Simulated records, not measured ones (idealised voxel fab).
The process module presented herein is designated voxel transistor to metal.
Cross-section cut spans 270 nm and uses square cells 5 nm in size.
Just so we're on the same page, the cross-sections are grids of square cells, and they're listed out in bands top to bottom, each band one or more rows deep.
Read a band's entry like this: the first values are the height of its top and the height of its bottom in nm, and what follows is the sequence of materials from left to right, each with its width in nm. Note that "air" is empty space, and that a single material marked "everywhere" reaches across the band from edge to edge.
All heights in this document are referenced to 0, defined as the level beneath which the wafer, as received, consists entirely of one material. The lowest band is not bounded below; it extends indefinitely downward and is written in the form "0 -> down".
The width entry "30..40" should be interpreted row by row: the top row of cells in the band takes the first number, the bottom row takes the second number, and the change between adjacent rows is uniform throughout.
It should be understood that the words "nothing was modified", when stated for a given step, signify that the cross-section underwent no change in any of its cells during that step.
"Enclosed voids" lists enclosed empty spaces (at least 8 cells, no open path upward to the top), each as width x height at distance from the left edge, in nm.
Heads up: the bit after the settings on a step's line is the simulator's remark on that step.
overlay nm: mask right of planned place by this much (step with mask). Neg. = left.
Each of the pairs that make up the rest of this document says: here is the cross-section before one process step, here is the cross-section after it, drawn only down to the lowest band that changed, and here, under the pair, is the step lying between them with its settings. Different pairs may come from different runs of this module on the same starting wafer, so a pair continues from the pair above it only where its entry headed "Incoming structure" says so.

## Incoming structure
> 75 -> 70: 10 air | 25 SiCN | 55 air | 25 SiCN | 30 air | 25 SiCN | 55 air | 25 SiCN | 20 air
> 70 -> 45: 10 air | 5 SiCN | 15 W | 5 SiCN | 55 air | 5 SiCN | 15 W | 5 SiCN | 30 air | 5 SiCN | 15 W | 5 SiCN | 55 air | 5 SiCN | 15 W | 5 SiCN | 20 air
> 45 -> 40: 15 SiCN | 15 TiN | 65 SiCN | 15 TiN | 40 SiCN | 15 TiN | 65 SiCN | 15 TiN | 25 SiCN
> 40 -> 30: 20 SiO2 | 5 TiN | 5 W | 5 TiN | 65 SiO2 | 5 TiN | 5 W | 5 TiN | 40 SiO2 | 5 TiN | 5 W | 5 TiN | 65 SiO2 | 5 TiN | 5 W | 5 TiN | 20 SiO2
> 30 -> 20: 20 SiO2 | 5 TiN | 5 W | 5 TiN | 10 SiO2 | 5 SiN | 5 SiO2 | 25 SiCN | 5 SiO2 | 5 SiN | 10 SiO2 | 5 TiN | 5 W | 5 TiN | 40 SiO2 | 5 TiN | 5 W | 5 TiN | 10 SiO2 | 5 SiN | 5 SiO2 | 25 SiCN | 5 SiO2 | 5 SiN | 10 SiO2 | 5 TiN | 5 W | 5 TiN | 20 SiO2
> 20 -> 10: 20 SiO2 | 5 TiN | 5 W | 5 TiN | 10 SiO2 | 5 SiN | 5 SiO2 | 25 polySi | 5 SiO2 | 5 SiN | 10 SiO2 | 5 TiN | 5 W | 5 TiN | 40 SiO2 | 5 TiN | 5 W | 5 TiN | 10 SiO2 | 5 SiN | 5 SiO2 | 25 polySi | 5 SiO2 | 5 SiN | 10 SiO2 | 5 TiN | 5 W | 5 TiN | 20 SiO2
> 10 -> 5: 20 SiO2 | 15 TiN | 10 SiO2 | 5 SiN | 5 SiO2 | 25 polySi | 5 SiO2 | 5 SiN | 10 SiO2 | 15 TiN | 40 SiO2 | 15 TiN | 10 SiO2 | 5 SiN | 5 SiO2 | 25 polySi | 5 SiO2 | 5 SiN | 10 SiO2 | 15 TiN | 20 SiO2
> 5 -> -5: 20 SiO2 | 10 TiN | 15 pSi | 5 SiN | 5 SiO2 | 25 polySi | 5 SiO2 | 5 SiN | 15 pSi | 10 TiN | 40 SiO2 | 10 TiN | 15 pSi | 5 SiN | 5 SiO2 | 25 polySi | 5 SiO2 | 5 SiN | 15 pSi | 10 TiN | 20 SiO2
> -5 -> -10: 15 SiO2 | 30 pSi | 45 SiO2 | 30 pSi | 30 SiO2 | 30 pSi | 45 SiO2 | 30 pSi | 15 SiO2
> -10 -> -20: 20 SiO2 | 25 pSi | 45 Si | 25 pSi | 40 SiO2 | 25 pSi | 45 Si | 25 pSi | 20 SiO2
> -20 -> -45: 20 SiO2 | 95 Si | 40 SiO2 | 95 Si | 20 SiO2
> -45 -> down: Si everywhere
> Enclosed voids: none

## State After Step
> 80 -> 75: SiO2 everywhere
> 75 -> 70: 10 SiO2 | 25 SiCN | 55 SiO2 | 25 SiCN | 30 SiO2 | 25 SiCN | 55 SiO2 | 25 SiCN | 20 SiO2
> 70 -> 45: 10 SiO2 | 5 SiCN | 15 W | 5 SiCN | 55 SiO2 | 5 SiCN | 15 W | 5 SiCN | 30 SiO2 | 5 SiCN | 15 W | 5 SiCN | 55 SiO2 | 5 SiCN | 15 W | 5 SiCN | 20 SiO2
> Below 45, no change.
> Enclosed voids: none
The process step bridging the two cross-sections above: op FILL_DEP | material SiO2 | thk nm 5

Incoming structure: Please consult the pair immediately above; the cross-section it shows after its step is the state before this step.

## State After Step
> 70 -> 45: 10 SiO2 | 5 SiCN | 15 W | 5 SiCN | 55 SiO2 | 5 SiCN | 15 W | 5 SiCN | 30 SiO2 | 5 SiCN | 15 W | 5 SiCN | 55 SiO2 | 5 SiCN | 15 W | 5 SiCN | 20 SiO2
> Below 45, no change.
> Enclosed voids: none
The process step bridging the two cross-sections above: op CMP | height nm 70

Incoming structure: Please consult the pair immediately above; the cross-section it shows after its step is the state before this step.

## State After Step
> 75 -> 70: SiCN everywhere
> Below 70, no change.
> Enclosed voids: none
The process step bridging the two cross-sections above: op CONFORMAL_DEP | material SiCN | thk nm 5

## Incoming structure
> 20 -> -5: polySi everywhere
> -5 -> -10: SiO2 everywhere
> -10 -> -45: 20 SiO2 | 95 Si | 40 SiO2 | 95 Si | 20 SiO2
> -45 -> down: Si everywhere
> Enclosed voids: none

## State After Step
> 30 -> 20: SiO2 everywhere
> Below 20, no change.
> Enclosed voids: none
The process step bridging the two cross-sections above: op DIRECTIONAL_DEP | material SiO2 | thk nm 10

Incoming structure: Please consult the pair immediately above; the cross-section it shows after its step is the state before this step.

## State After Step
> 45 -> 30: 55 air | 25 resist | 110 air | 25 resist | 55 air
> Below 30, no change.
> Enclosed voids: none
The process step bridging the two cross-sections above: op PATTERN | tone cover | mask id GATE | material resist | width nm 25 | pitch nm 135 | thk nm 15 | overlay nm 0

Incoming structure: Please consult the pair immediately above; the cross-section it shows after its step is the state before this step.

## State After Step
> 30 -> 20: SiO2 everywhere
> Below 20, no change.
> Enclosed voids: none
The process step bridging the two cross-sections above: op STRIP | etch materials resist

Incoming structure: Please consult the pair immediately above; the cross-section it shows after its step is the state before this step.

## State After Step
> 35 -> 20: SiO2 everywhere
> Below 20, no change.
> Enclosed voids: none
The process step bridging the two cross-sections above: op CONFORMAL_DEP | material SiO2 | thk nm 5

Incoming structure: Please consult the pair immediately above; the cross-section it shows after its step is the state before this step.

## State After Step
> 30 -> 20: SiO2 everywhere
> Below 20, no change.
> Enclosed voids: none
The process step bridging the two cross-sections above: op DIRECTIONAL_ETCH | etch materials SiO2 | depth nm 5

Incoming structure: Please consult the pair immediately above; the cross-section it shows after its step is the state before this step.

## State After Step
> 35 -> 30: SiN everywhere
> Below 30, no change.
> Enclosed voids: none
The process step bridging the two cross-sections above: op CONFORMAL_DEP | material SiN | thk nm 5

Incoming structure: Please consult the pair immediately above; the cross-section it shows after its step is the state before this step.

## State After Step
> 30 -> 20: SiO2 everywhere
> Below 20, no change.
> Enclosed voids: none
The process step bridging the two cross-sections above: op DIRECTIONAL_ETCH | etch materials SiN | depth nm 5

Incoming structure: Please consult the pair immediately above; the cross-section it shows after its step is the state before this step.

## State After Step
> 25 -> 20: SiO2 everywhere
> Below 20, no change.
> Enclosed voids: none
The process step bridging the two cross-sections above: op DIRECTIONAL_ETCH | etch materials SiO2 | depth nm 5

Incoming structure: Please consult the pair immediately above; the cross-section it shows after its step is the state before this step.

## State After Step
> 30 -> 20: SiO2 everywhere
> Below 20, no change.
> Enclosed voids: none
The process step bridging the two cross-sections above: op FILL_DEP | material SiO2 | thk nm 5

Incoming structure: Please consult the pair immediately above; the cross-section it shows after its step is the state before this step.

## State After Step
> 40 -> 20: SiO2 everywhere
> Below 20, no change.
> Enclosed voids: none
The process step bridging the two cross-sections above: op DIRECTIONAL_DEP | material SiO2 | thk nm 10

Incoming structure: Please consult the pair immediately above; the cross-section it shows after its step is the state before this step.

## State After Step
> 40 -> 20: 20 SiO2 | 15 air | 65 SiO2 | 15 air | 40 SiO2 | 15 air | 65 SiO2 | 15 air | 20 SiO2
> Below 20, no change.
> Enclosed voids: none
The process step bridging the two cross-sections above: op MASKED_ETCH | tone open | mask id CONTACT | width nm 15 | etch materials SiO2 | depth nm 45 | overlay nm 0

Incoming structure: Please consult the pair immediately above; the cross-section it shows after its step is the state before this step.

## State After Step
> 45 -> 40: 25 TiN | 5 air | 75 TiN | 5 air | 50 TiN | 5 air | 75 TiN | 5 air | 25 TiN
> 40 -> 25: 20 SiO2 | 5 TiN | 5 air | 5 TiN | 65 SiO2 | 5 TiN | 5 air | 5 TiN | 40 SiO2 | 5 TiN | 5 air | 5 TiN | 65 SiO2 | 5 TiN | 5 air | 5 TiN | 20 SiO2
> 25 -> 20: 20 SiO2 | 15 TiN | 65 SiO2 | 15 TiN | 40 SiO2 | 15 TiN | 65 SiO2 | 15 TiN | 20 SiO2
> Below 20, no change.
> Enclosed voids: none
The process step bridging the two cross-sections above: op CONFORMAL_DEP | material TiN | thk nm 5

Incoming structure: Please consult the pair immediately above; the cross-section it shows after its step is the state before this step.

## State After Step
> 55 -> 45: W everywhere
> 45 -> 40: 25 TiN | 5 W | 75 TiN | 5 W | 50 TiN | 5 W | 75 TiN | 5 W | 25 TiN
> 40 -> 25: 20 SiO2 | 5 TiN | 5 W | 5 TiN | 65 SiO2 | 5 TiN | 5 W | 5 TiN | 40 SiO2 | 5 TiN | 5 W | 5 TiN | 65 SiO2 | 5 TiN | 5 W | 5 TiN | 20 SiO2
> Below 25, no change.
> Enclosed voids: none
The process step bridging the two cross-sections above: op FILL_DEP | material W | thk nm 10

Incoming structure: Please consult the pair immediately above; the cross-section it shows after its step is the state before this step.

## State After Step
> 40 -> 25: 20 SiO2 | 5 TiN | 5 W | 5 TiN | 65 SiO2 | 5 TiN | 5 W | 5 TiN | 40 SiO2 | 5 TiN | 5 W | 5 TiN | 65 SiO2 | 5 TiN | 5 W | 5 TiN | 20 SiO2
> Below 25, no change.
> Enclosed voids: none
The process step bridging the two cross-sections above: op CMP | height nm 40

Incoming structure: Please consult the pair immediately above; the cross-section it shows after its step is the state before this step.

## State After Step
> 45 -> 40: TiN everywhere
> Below 40, no change.
> Enclosed voids: none
The process step bridging the two cross-sections above: op DIRECTIONAL_DEP | material TiN | thk nm 5

Incoming structure: Please consult the pair immediately above; the cross-section it shows after its step is the state before this step.

## State After Step
> 70 -> 45: W everywhere
> Below 45, no change.
> Enclosed voids: none
The process step bridging the two cross-sections above: op DIRECTIONAL_DEP | material W | thk nm 25

Incoming structure: Please consult the pair immediately above; the cross-section it shows after its step is the state before this step.

## State After Step
> 90 -> 70: 20 air | 15 resist | 65 air | 15 resist | 40 air | 15 resist | 65 air | 15 resist | 20 air
> Below 70, no change.
> Enclosed voids: none
The process step bridging the two cross-sections above: op PATTERN | tone cover | mask id METAL_1 | material resist | width nm 15 | thk nm 20 | overlay nm 0

Incoming structure: Please consult the pair immediately above; the cross-section it shows after its step is the state before this step.

## State After Step
> 90 -> 70: 20 air | 15 resist | 65 air | 15 resist | 40 air | 15 resist | 65 air | 15 resist | 20 air
> 70 -> 45: 20 air | 15 W | 65 air | 15 W | 40 air | 15 W | 65 air | 15 W | 20 air
> Below 45, no change.
> Enclosed voids: none
The process step bridging the two cross-sections above: op DIRECTIONAL_ETCH | etch materials W | depth nm 25

Incoming structure: Please consult the pair immediately above; the cross-section it shows after its step is the state before this step.

## State After Step
> 90 -> 70: 20 air | 15 resist | 65 air | 15 resist | 40 air | 15 resist | 65 air | 15 resist | 20 air
> 70 -> 45: 20 air | 15 W | 65 air | 15 W | 40 air | 15 W | 65 air | 15 W | 20 air
> 45 -> 40: 20 air | 15 TiN | 65 air | 15 TiN | 40 air | 15 TiN | 65 air | 15 TiN | 20 air
> Below 40, no change.
> Enclosed voids: none
The process step bridging the two cross-sections above: op DIRECTIONAL_ETCH | etch materials TiN | depth nm 5

Incoming structure: Please consult the pair immediately above; the cross-section it shows after its step is the state before this step.

## State After Step
> 70 -> 45: 20 air | 15 W | 65 air | 15 W | 40 air | 15 W | 65 air | 15 W | 20 air
> Below 45, no change.
> Enclosed voids: none
The process step bridging the two cross-sections above: op STRIP | etch materials resist

Incoming structure: Please consult the pair immediately above; the cross-section it shows after its step is the state before this step.

## State After Step
> 75 -> 70: 15 air | 25 SiCN | 55 air | 25 SiCN | 30 air | 25 SiCN | 55 air | 25 SiCN | 15 air
> 70 -> 45: 15 air | 5 SiCN | 15 W | 5 SiCN | 55 air | 5 SiCN | 15 W | 5 SiCN | 30 air | 5 SiCN | 15 W | 5 SiCN | 55 air | 5 SiCN | 15 W | 5 SiCN | 15 air
> 45 -> 40: 20 SiCN | 15 TiN | 65 SiCN | 15 TiN | 40 SiCN | 15 TiN | 65 SiCN | 15 TiN | 20 SiCN
> Below 40, no change.
> Enclosed voids: none
The process step bridging the two cross-sections above: op CONFORMAL_DEP | material SiCN | thk nm 5

Incoming structure: Please consult the pair immediately above; the cross-section it shows after its step is the state before this step.

## State After Step
> 80 -> 75: SiO2 everywhere
> 75 -> 70: 15 SiO2 | 25 SiCN | 55 SiO2 | 25 SiCN | 30 SiO2 | 25 SiCN | 55 SiO2 | 25 SiCN | 15 SiO2
> 70 -> 45: 15 SiO2 | 5 SiCN | 15 W | 5 SiCN | 55 SiO2 | 5 SiCN | 15 W | 5 SiCN | 30 SiO2 | 5 SiCN | 15 W | 5 SiCN | 55 SiO2 | 5 SiCN | 15 W | 5 SiCN | 15 SiO2
> Below 45, no change.
> Enclosed voids: none
The process step bridging the two cross-sections above: op FILL_DEP | material SiO2 | thk nm 5

Incoming structure: Please consult the pair immediately above; the cross-section it shows after its step is the state before this step.

## State After Step
> 70 -> 45: 15 SiO2 | 5 SiCN | 15 W | 5 SiCN | 55 SiO2 | 5 SiCN | 15 W | 5 SiCN | 30 SiO2 | 5 SiCN | 15 W | 5 SiCN | 55 SiO2 | 5 SiCN | 15 W | 5 SiCN | 15 SiO2
> Below 45, no change.
> Enclosed voids: none
The process step bridging the two cross-sections above: op CMP | height nm 70

Incoming structure: Please consult the pair immediately above; the cross-section it shows after its step is the state before this step.

## State After Step
> 75 -> 70: SiCN everywhere
> Below 70, no change.
> Enclosed voids: none
The process step bridging the two cross-sections above: op CONFORMAL_DEP | material SiCN | thk nm 5

## Incoming structure
> 70 -> 45: W everywhere
> 45 -> 40: TiN everywhere
> 40 -> 30: 20 SiO2 | 5 TiN | 5 W | 5 TiN | 65 SiO2 | 5 TiN | 5 W | 5 TiN | 40 SiO2 | 5 TiN | 5 W | 5 TiN | 65 SiO2 | 5 TiN | 5 W | 5 TiN | 20 SiO2
> 30 -> 20: 20 SiO2 | 5 TiN | 5 W | 5 TiN | 10 SiO2 | 5 SiN | 5 SiO2 | 25 SiCN | 5 SiO2 | 5 SiN | 10 SiO2 | 5 TiN | 5 W | 5 TiN | 40 SiO2 | 5 TiN | 5 W | 5 TiN | 10 SiO2 | 5 SiN | 5 SiO2 | 25 SiCN | 5 SiO2 | 5 SiN | 10 SiO2 | 5 TiN | 5 W | 5 TiN | 20 SiO2
> 20 -> 10: 20 SiO2 | 5 TiN | 5 W | 5 TiN | 10 SiO2 | 5 SiN | 5 SiO2 | 25 polySi | 5 SiO2 | 5 SiN | 10 SiO2 | 5 TiN | 5 W | 5 TiN | 40 SiO2 | 5 TiN | 5 W | 5 TiN | 10 SiO2 | 5 SiN | 5 SiO2 | 25 polySi | 5 SiO2 | 5 SiN | 10 SiO2 | 5 TiN | 5 W | 5 TiN | 20 SiO2
> 10 -> 5: 20 SiO2 | 15 TiN | 10 SiO2 | 5 SiN | 5 SiO2 | 25 polySi | 5 SiO2 | 5 SiN | 10 SiO2 | 15 TiN | 40 SiO2 | 15 TiN | 10 SiO2 | 5 SiN | 5 SiO2 | 25 polySi | 5 SiO2 | 5 SiN | 10 SiO2 | 15 TiN | 20 SiO2
> 5 -> -5: 20 SiO2 | 10 TiN | 15 pSi | 5 SiN | 5 SiO2 | 25 polySi | 5 SiO2 | 5 SiN | 15 pSi | 10 TiN | 40 SiO2 | 10 TiN | 15 pSi | 5 SiN | 5 SiO2 | 25 polySi | 5 SiO2 | 5 SiN | 15 pSi | 10 TiN | 20 SiO2
> -5 -> -10: 15 SiO2 | 30 pSi | 45 SiO2 | 30 pSi | 30 SiO2 | 30 pSi | 45 SiO2 | 30 pSi | 15 SiO2
> -10 -> -20: 20 SiO2 | 25 pSi | 45 Si | 25 pSi | 40 SiO2 | 25 pSi | 45 Si | 25 pSi | 20 SiO2
> -20 -> -45: 20 SiO2 | 95 Si | 40 SiO2 | 95 Si | 20 SiO2
> -45 -> down: Si everywhere
> Enclosed voids: none

## State After Step
> 90 -> 70: 20 resist | 15 air | 65 resist | 15 air | 40 resist | 15 air | 65 resist | 15 air | 20 resist
> Below 70, no change.
> Enclosed voids: none
The process step bridging the two cross-sections above: op PATTERN | tone open | mask id METAL_1 | material resist | width nm 15 | thk nm 20 | overlay nm 0

Incoming structure: Please consult the pair immediately above; the cross-section it shows after its step is the state before this step.

## State After Step
> 90 -> 70: 20 resist | 15 air | 65 resist | 15 air | 40 resist | 15 air | 65 resist | 15 air | 20 resist
> 70 -> 45: 20 W | 15 air | 65 W | 15 air | 40 W | 15 air | 65 W | 15 air | 20 W
> Below 45, no change.
> Enclosed voids: none
The process step bridging the two cross-sections above: op DIRECTIONAL_ETCH | etch materials W | depth nm 25

Incoming structure: Please consult the pair immediately above; the cross-section it shows after its step is the state before this step.

## State After Step
> 90 -> 70: 20 resist | 15 air | 65 resist | 15 air | 40 resist | 15 air | 65 resist | 15 air | 20 resist
> 70 -> 45: 20 W | 15 air | 65 W | 15 air | 40 W | 15 air | 65 W | 15 air | 20 W
> 45 -> 40: 20 TiN | 15 air | 65 TiN | 15 air | 40 TiN | 15 air | 65 TiN | 15 air | 20 TiN
> Below 40, no change.
> Enclosed voids: none
The process step bridging the two cross-sections above: op DIRECTIONAL_ETCH | etch materials TiN | depth nm 5

Incoming structure: Please consult the pair immediately above; the cross-section it shows after its step is the state before this step.

## State After Step
> 70 -> 45: 20 W | 15 air | 65 W | 15 air | 40 W | 15 air | 65 W | 15 air | 20 W
> Below 45, no change.
> Enclosed voids: none
The process step bridging the two cross-sections above: op STRIP | etch materials resist

Incoming structure: Please consult the pair immediately above; the cross-section it shows after its step is the state before this step.

## State After Step
> 75 -> 70: 25 SiCN | 5 air | 75 SiCN | 5 air | 50 SiCN | 5 air | 75 SiCN | 5 air | 25 SiCN
> 70 -> 45: 20 W | 5 SiCN | 5 air | 5 SiCN | 65 W | 5 SiCN | 5 air | 5 SiCN | 40 W | 5 SiCN | 5 air | 5 SiCN | 65 W | 5 SiCN | 5 air | 5 SiCN | 20 W
> 45 -> 40: 20 TiN | 15 SiCN | 65 TiN | 15 SiCN | 40 TiN | 15 SiCN | 65 TiN | 15 SiCN | 20 TiN
> Below 40, no change.
> Enclosed voids: none
The process step bridging the two cross-sections above: op CONFORMAL_DEP | material SiCN | thk nm 5

Incoming structure: Please consult the pair immediately above; the cross-section it shows after its step is the state before this step.

## State After Step
> 80 -> 75: SiO2 everywhere
> 75 -> 70: 25 SiCN | 5 SiO2 | 75 SiCN | 5 SiO2 | 50 SiCN | 5 SiO2 | 75 SiCN | 5 SiO2 | 25 SiCN
> 70 -> 45: 20 W | 5 SiCN | 5 SiO2 | 5 SiCN | 65 W | 5 SiCN | 5 SiO2 | 5 SiCN | 40 W | 5 SiCN | 5 SiO2 | 5 SiCN | 65 W | 5 SiCN | 5 SiO2 | 5 SiCN | 20 W
> Below 45, no change.
> Enclosed voids: none
The process step bridging the two cross-sections above: op FILL_DEP | material SiO2 | thk nm 5

Incoming structure: Please consult the pair immediately above; the cross-section it shows after its step is the state before this step.

## State After Step
> 70 -> 45: 20 W | 5 SiCN | 5 SiO2 | 5 SiCN | 65 W | 5 SiCN | 5 SiO2 | 5 SiCN | 40 W | 5 SiCN | 5 SiO2 | 5 SiCN | 65 W | 5 SiCN | 5 SiO2 | 5 SiCN | 20 W
> Below 45, no change.
> Enclosed voids: none
The process step bridging the two cross-sections above: op CMP | height nm 70

Incoming structure: Please consult the pair immediately above; the cross-section it shows after its step is the state before this step.

## State After Step
> 75 -> 70: SiCN everywhere
> Below 70, no change.
> Enclosed voids: none
The process step bridging the two cross-sections above: op CONFORMAL_DEP | material SiCN | thk nm 5
